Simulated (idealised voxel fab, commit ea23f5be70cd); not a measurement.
Documented hereafter: the process module known as voxel air gaps.
Square cell edge 5 nm, section width 285 nm, ID cut.
A cross-section is written here as square cells arranged in a grid, and it is given in bands from the top down, each band taking up one or more rows of cells.
It is stipulated that each band's entry specify, in nanometres, the height of the top of the band and then that of its bottom, followed by the materials of the band in left-to-right sequence, each together with its width in nanometres. A single material marked by the word "everywhere" is understood to fill the band from edge to edge; the word "empty" is understood to denote empty space.
We count height from 0. Below that, the starting wafer is all one material. The lowest band never ends at the bottom but goes on down; see "top 0, no bottom" for how that is written.
Width "30 to 40": first value at the band's top row of cells, second value at its bottom row, equal change from row to row.
You'll sometimes find "nothing different" written for a step, and that's the way of saying that nowhere in the cross-section did a cell change during that step.
Any empty space of 8 cells or more lacking an open way to the top shows up in "Enclosed void entries" as width x height at distance, distance from the left edge, in nm.
Heads up: the bit after the settings on a step's line is the simulator's remark on that step.
For masked steps, "overlay nm" on the step line gives how far right of plan the mask actually lay; a minus sign means it lay to the left.

-- The following list gives the planned process steps
1) RECEIVE: material Si
2) CONFORMAL_DEP: material SiO2, thk nm 10
3) CONFORMAL_DEP: material SiN, thk nm 5
4) DIRECTIONAL_DEP: material lowk, thk nm 40
5) DIRECTIONAL_DEP: material aC, thk nm 10
6) PATTERN: tone open, mask id LINES, material resist, width nm 15, pitch nm 40, thk nm 25, overlay nm 0
7) DIRECTIONAL_ETCH: etch materials aC, depth nm 10
8) STRIP: etch materials resist
9) DIRECTIONAL_ETCH: etch materials lowk, depth nm 40
10) STRIP: etch materials aC
11) CONFORMAL_DEP: material TiN, thk nm 5
12) FILL_DEP: material Ru, thk nm 10
13) CMP: height nm 55
14) EPI: material Ru, thk nm 10
15) SELECTIVE_ETCH: etch materials lowk, depth nm 50
16) CONFORMAL_DEP: material SiN, thk nm 5

-- Wafer as received: cross-section following step 1
	top 0, no bottom = Si everywhere
	Enclosed void entries: none

-- One mistake in running the module, otherwise start and plan as above: cross-section at the end
	top 80, bottom 75 = 50 empty / 185 SiN / 50 empty
	top 75, bottom 55 = 50 empty / 5 SiN / 175 Ru / 5 SiN / 50 empty
	top 55, bottom 50 = 50 empty / 25 SiN / 5 TiN / 5 Ru / 5 TiN / 25 lowk / 5 TiN / 5 Ru / 5 TiN / 25 lowk / 5 TiN / 5 Ru / 5 TiN / 25 lowk / 5 TiN / 5 Ru / 5 TiN / 25 SiN / 50 empty
	top 50, bottom 20 = 70 empty / 5 SiN / 5 TiN / 5 Ru / 5 TiN / 25 lowk / 5 TiN / 5 Ru / 5 TiN / 25 lowk / 5 TiN / 5 Ru / 5 TiN / 25 lowk / 5 TiN / 5 Ru / 5 TiN / 5 SiN / 70 empty
	top 20, bottom 15 = 75 SiN / 15 TiN / 25 lowk / 15 TiN / 25 lowk / 15 TiN / 25 lowk / 15 TiN / 75 SiN
	top 15, bottom 10 = SiN everywhere
	top 10, bottom 0 = SiO2 everywhere
	top 0, no bottom = Si everywhere
	Enclosed void entries: none
Deviation from plan: step 14 of the plan was carried out twice
